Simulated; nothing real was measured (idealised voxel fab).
Process module heading - voxel self aligned vias
Cross-section cut: width 270 nm, square cells of 5 nm.
A cross-section is a grid of square cells, given in bands from the top down. A band is one or more rows of cells. Top height, bottom height, nm. Materials left to right, width each, nm. Single material + "full width" = fills band edge to edge. "blank" = empty. Zero point of the height axis is 0; under it, received wafer = one material. Lowest band: continues down indefinitely, "z 0 and below". Width "30->40": first value at the band's top row of cells, second value at its bottom row, equal change from row to row. Take "no alteration" at face value: in the step it is given for, the cross-section changed in none of its cells. "Enclosed internal cavities" lists enclosed empty spaces (at least 8 cells, no open path upward to the top), each as width x height at distance from the left edge, in nm. after a step's settings: what the simulator itself notes on the step. The setting "overlay nm" may be written on the line of a step. When the step uses a mask, the value reports how far to the right of the planned place the mask lay, and a negative value reports that it lay to the left.

**Steps planned for the process**
1: RECEIVE | material Si
2: CONFORMAL_DEP | material SiO2 | thk nm 15
3: CONFORMAL_DEP | material SiCN | thk nm 5
4: DIRECTIONAL_DEP | material lowk | thk nm 25
5: MASKED_ETCH | tone open | mask id LINES | width nm 30 | pitch nm 70 | etch materials lowk | depth nm 25 | overlay nm 0
6: CONFORMAL_DEP | material TiN | thk nm 5
7: FILL_DEP | material W | thk nm 10
8: CMP | height nm 45
9: SELECTIVE_ETCH | etch materials W Ru TiN | depth nm 5
10: FILL_DEP | material SiN | thk nm 10
11: CMP | height nm 45
12: DIRECTIONAL_DEP | material lowk | thk nm 15
13: DIRECTIONAL_DEP | material aC | thk nm 15
14: PATTERN | tone open | mask id VIAS | material resist | width nm 50 | pitch nm 70 | thk nm 30 | overlay nm -15
15: DIRECTIONAL_ETCH | etch materials aC | depth nm 15
16: STRIP | etch materials resist
17: DIRECTIONAL_ETCH | etch materials lowk | depth nm 15
18: DIRECTIONAL_ETCH | etch materials SiN | depth nm 5
19: STRIP | etch materials aC
20: CONFORMAL_DEP | material TiN | thk nm 5
21: FILL_DEP | material W | thk nm 5
22: CMP | height nm 60
23: CONFORMAL_DEP | material SiN | thk nm 5
Wafer-to-wafer difference: overlay nm, step 14. Common start. Plan = first wafer's value.

**The as-received cross-section of the first of several wafers corresponds to the state after step 1**
* z 0 and below  Si full width
* Enclosed internal cavities: none

**Note: the following table is arranged by wafer, a row apiece. Each row reports the end-of-module state: per material, cells gained (+) or cells lost (-) compared with the wafer as received; closed voids follow**
overlay nm -15 | +54 SiCN | +57 SiN | +162 SiO2 | +84 TiN | +93 W | +252 lowk | Enclosed internal cavities: none
overlay nm -10 | +54 SiCN | +54 SiN | +162 SiO2 | +84 TiN | +96 W | +252 lowk | Enclosed internal cavities: none
overlay nm -5 | +54 SiCN | +54 SiN | +162 SiO2 | +84 TiN | +96 W | +252 lowk | Enclosed internal cavities: none
overlay nm 0 | +54 SiCN | +54 SiN | +162 SiO2 | +84 TiN | +96 W | +252 lowk | Enclosed internal cavities: none
overlay nm 5 | +54 SiCN | +54 SiN | +162 SiO2 | +84 TiN | +96 W | +252 lowk | Enclosed internal cavities: none
overlay nm 10 | +54 SiCN | +54 SiN | +162 SiO2 | +84 TiN | +96 W | +252 lowk | Enclosed internal cavities: none
overlay nm 15 | +54 SiCN | +57 SiN | +162 SiO2 | +84 TiN | +93 W | +252 lowk | Enclosed internal cavities: none
